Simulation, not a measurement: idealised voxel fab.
process module | voxel wiring stack
cross-section cut | 215 nm wide | cells 5 nm
A cross-section is a grid of square cells, given in bands from the top down. A band is one or more rows of cells.
Each band's line starts with the height of the band's top and of its bottom, in nm. Then come its materials from left to right, each with its width in nm. One material with "throughout" fills the band from edge to edge. "air" is empty space.
Height 0 is the level under which the wafer as received is all one material. The lowest band goes on downwards, as in "0 down".
A width such as "30 to 40" changes by the same amount from each row of cells to the next, from the band's top row to its bottom row.
"no change" after a step means that no cell of the cross-section changed.
closed voids: empty space of 8 cells or more with no open way to the top, each as width x height at its distance from the left edge, in nm
after a step's settings: what the simulator itself notes on the step
overlay nm, on a step with a mask: how far to the right of its planned place the mask lay; to the left if negative
plan
1 op RECEIVE | material Si
2 op CONFORMAL_DEP | material SiO2 | thk nm 10
3 op DIRECTIONAL_DEP | material TiN | thk nm 5
4 op DIRECTIONAL_DEP | material Ru | thk nm 15
5 op MASKED_ETCH | tone cover | mask id METAL_1 | width nm 25 | pitch nm 50 | etch materials Ru | depth nm 15 | overlay nm 0
6 op MASKED_ETCH | tone cover | mask id METAL_1 | width nm 25 | pitch nm 50 | etch materials TiN | depth nm 5 | overlay nm 0
7 op FILL_DEP | material lowk | thk nm 5
8 op CMP | height nm 30
9 op CONFORMAL_DEP | material SiCN | thk nm 5
10 op DIRECTIONAL_DEP | material SiO2 | thk nm 15
11 op PATTERN | tone open | mask id PLUG_1 | material resist | width nm 15 | thk nm 15 | overlay nm 0
12 op DIRECTIONAL_ETCH | etch materials SiO2 | depth nm 15
13 op DIRECTIONAL_ETCH | etch materials SiCN | depth nm 5
14 op STRIP | etch materials resist
15 op EPI | material Ru | thk nm 10
16 op EPI | material Ru | thk nm 10
17 op DIRECTIONAL_DEP | material TiN | thk nm 5
18 op DIRECTIONAL_DEP | material Ru | thk nm 20
19 op DIRECTIONAL_DEP | material aC | thk nm 15
20 op PATTERN | tone cover | mask id METAL_2 | material resist | width nm 15 | pitch nm 50 | thk nm 35 | overlay nm 0
21 op DIRECTIONAL_ETCH | etch materials aC | depth nm 15
22 op STRIP | etch materials resist
23 op DIRECTIONAL_ETCH | etch materials Ru | depth nm 20
24 op DIRECTIONAL_ETCH | etch materials TiN | depth nm 5
25 op STRIP | etch materials aC
26 op CONFORMAL_DEP | material SiN | thk nm 5
27 op FILL_DEP | material SiO2 | thk nm 5
28 op CMP | height nm 75
29 op CONFORMAL_DEP | material SiCN | thk nm 5
30 op DIRECTIONAL_DEP | material lowk | thk nm 10
31 op MASKED_ETCH | tone open | mask id PLUG_2 | width nm 15 | pitch nm 50 | etch materials lowk | depth nm 10 | overlay nm 0
32 op MASKED_ETCH | tone open | mask id PLUG_2 | width nm 15 | pitch nm 50 | etch materials SiCN | depth nm 5 | overlay nm 0
33 op CONFORMAL_DEP | material TiN | thk nm 5
34 op FILL_DEP | material Ru | thk nm 10
35 op CMP | height nm 90
36 op CONFORMAL_DEP | material SiCN | thk nm 5
37 op DIRECTIONAL_DEP | material SiO2 | thk nm 20
38 op PATTERN | tone open | mask id METAL_3 | material resist | width nm 25 | pitch nm 50 | thk nm 15 | overlay nm 0
39 op DIRECTIONAL_ETCH | etch materials SiO2 | depth nm 20
40 op DIRECTIONAL_ETCH | etch materials SiCN | depth nm 5
41 op STRIP | etch materials resist
42 op CONFORMAL_DEP | material TiN | thk nm 5
43 op FILL_DEP | material W | thk nm 10
44 op CMP | height nm 115
45 op EPI | material Ru | thk nm 5
46 op FILL_DEP | material SiCN | thk nm 5
47 op DIRECTIONAL_DEP | material lowk | thk nm 30
48 op DIRECTIONAL_DEP | material aC | thk nm 10
49 op PATTERN | tone open | mask id METAL_4_HOLES | material resist | width nm 15 | thk nm 30 | overlay nm 0
50 op DIRECTIONAL_ETCH | etch materials aC | depth nm 10
51 op STRIP | etch materials resist
52 op DIRECTIONAL_ETCH | etch materials lowk | depth nm 30
53 op STRIP | etch materials aC
54 op DIRECTIONAL_DEP | material aC | thk nm 10
55 op PATTERN | tone open | mask id METAL_4 | material resist | width nm 25 | pitch nm 50 | thk nm 25 | overlay nm 0
56 op DIRECTIONAL_ETCH | etch materials aC | depth nm 10
57 op STRIP | etch materials resist
58 op DIRECTIONAL_ETCH | etch materials lowk | depth nm 15
59 op DIRECTIONAL_ETCH | etch materials SiCN | depth nm 5
60 op STRIP | etch materials aC
61 op CONFORMAL_DEP | material TiN | thk nm 5
62 op FILL_DEP | material Cu | thk nm 5
63 op CMP | height nm 155
64 op CONFORMAL_DEP | material SiN | thk nm 5
varied across the wafers: width nm of step 20. The plan shows the first wafer's value. All wafers start alike
first wafer as received, after step 1
  0 down: Si throughout
  closed voids: none
first wafer at the end, after step 64
  160 to 155: SiN throughout
  155 to 145: lowk 70 | TiN 5 | Cu 15 | TiN 5 | lowk 25 | TiN 5 | Cu 15 | TiN 5 | lowk 70
  145 to 140: lowk 70 | TiN 5 | Cu 5 | TiN 15 | lowk 25 | TiN 25 | lowk 70
  140 to 125: lowk 70 | TiN 5 | Cu 5 | TiN 5 | lowk 130
  125 to 120: SiCN 70 | TiN 15 | SiCN 130
  120 to 115: SiCN 65 | Ru 35 | SiCN 15 | Ru 35 | SiCN 65
  115 to 95: SiO2 70 | TiN 5 | W 15 | TiN 5 | SiO2 25 | TiN 5 | W 15 | TiN 5 | SiO2 70
  95 to 90: SiCN 70 | TiN 25 | SiCN 25 | TiN 25 | SiCN 70
  90 to 80: lowk 70 | TiN 5 | Ru 5 | TiN 5 | lowk 35 | TiN 5 | Ru 5 | TiN 5 | lowk 80
  80 to 75: SiCN 70 | TiN 15 | SiCN 35 | TiN 15 | SiCN 80
  75 to 55: SiO2 70 | SiN 5 | Ru 15 | SiN 5 | SiO2 25 | SiN 5 | Ru 15 | SiN 5 | SiO2 70
  55 to 50: SiN 75 | TiN 15 | SiN 35 | TiN 15 | SiN 75
  50 to 35: SiO2 70 | Ru 15 | SiO2 130
  35 to 30: SiCN 70 | Ru 15 | SiCN 130
  30 to 15: lowk 70 | Ru 25 | lowk 25 | Ru 25 | lowk 70
  15 to 10: lowk 70 | TiN 25 | lowk 25 | TiN 25 | lowk 70
  10 to 0: SiO2 throughout
  0 down: Si throughout
  closed voids: none
last wafer at the end
  160 to 155: SiN throughout
  155 to 145: lowk 70 | TiN 5 | Cu 15 | TiN 5 | lowk 25 | TiN 5 | Cu 15 | TiN 5 | lowk 70
  145 to 140: lowk 70 | TiN 5 | Cu 5 | TiN 15 | lowk 25 | TiN 25 | lowk 70
  140 to 125: lowk 70 | TiN 5 | Cu 5 | TiN 5 | lowk 130
  125 to 120: SiCN 70 | TiN 15 | SiCN 130
  120 to 115: SiCN 65 | Ru 35 | SiCN 15 | Ru 35 | SiCN 65
  115 to 95: SiO2 70 | TiN 5 | W 15 | TiN 5 | SiO2 25 | TiN 5 | W 15 | TiN 5 | SiO2 70
  95 to 90: SiCN 70 | TiN 25 | SiCN 25 | TiN 25 | SiCN 70
  90 to 80: lowk 70 | TiN 5 | Ru 5 | TiN 5 | lowk 35 | TiN 5 | Ru 5 | TiN 5 | lowk 80
  80 to 75: SiCN 70 | TiN 15 | SiCN 35 | TiN 15 | SiCN 80
  75 to 55: SiO2 60 | SiN 5 | Ru 35 | SiN 5 | SiO2 5 | SiN 5 | Ru 35 | SiN 5 | SiO2 60
  55 to 50: SiN 65 | TiN 35 | SiN 15 | TiN 35 | SiN 65
  50 to 35: SiO2 70 | Ru 15 | SiO2 130
  35 to 30: SiCN 70 | Ru 15 | SiCN 130
  30 to 15: lowk 70 | Ru 25 | lowk 25 | Ru 25 | lowk 70
  15 to 10: lowk 70 | TiN 25 | lowk 25 | TiN 25 | lowk 70
  10 to 0: SiO2 throughout
  0 down: Si throughout
  closed voids: none
each wafer at the end: cells of each material gained (+) or lost (-) since it was received, then its closed voids
width nm 15 | +16 Cu | +84 Ru | +179 SiCN | +96 SiN | +470 SiO2 | +82 TiN | +24 W | +425 lowk | closed voids: none
width nm 20 | +16 Cu | +92 Ru | +179 SiCN | +94 SiN | +462 SiO2 | +84 TiN | +24 W | +425 lowk | closed voids: none
width nm 25 | +16 Cu | +100 Ru | +179 SiCN | +92 SiN | +454 SiO2 | +86 TiN | +24 W | +425 lowk | closed voids: none
width nm 30 | +16 Cu | +108 Ru | +179 SiCN | +90 SiN | +446 SiO2 | +88 TiN | +24 W | +425 lowk | closed voids: none
width nm 35 | +16 Cu | +116 Ru | +179 SiCN | +88 SiN | +438 SiO2 | +90 TiN | +24 W | +425 lowk | closed voids: none
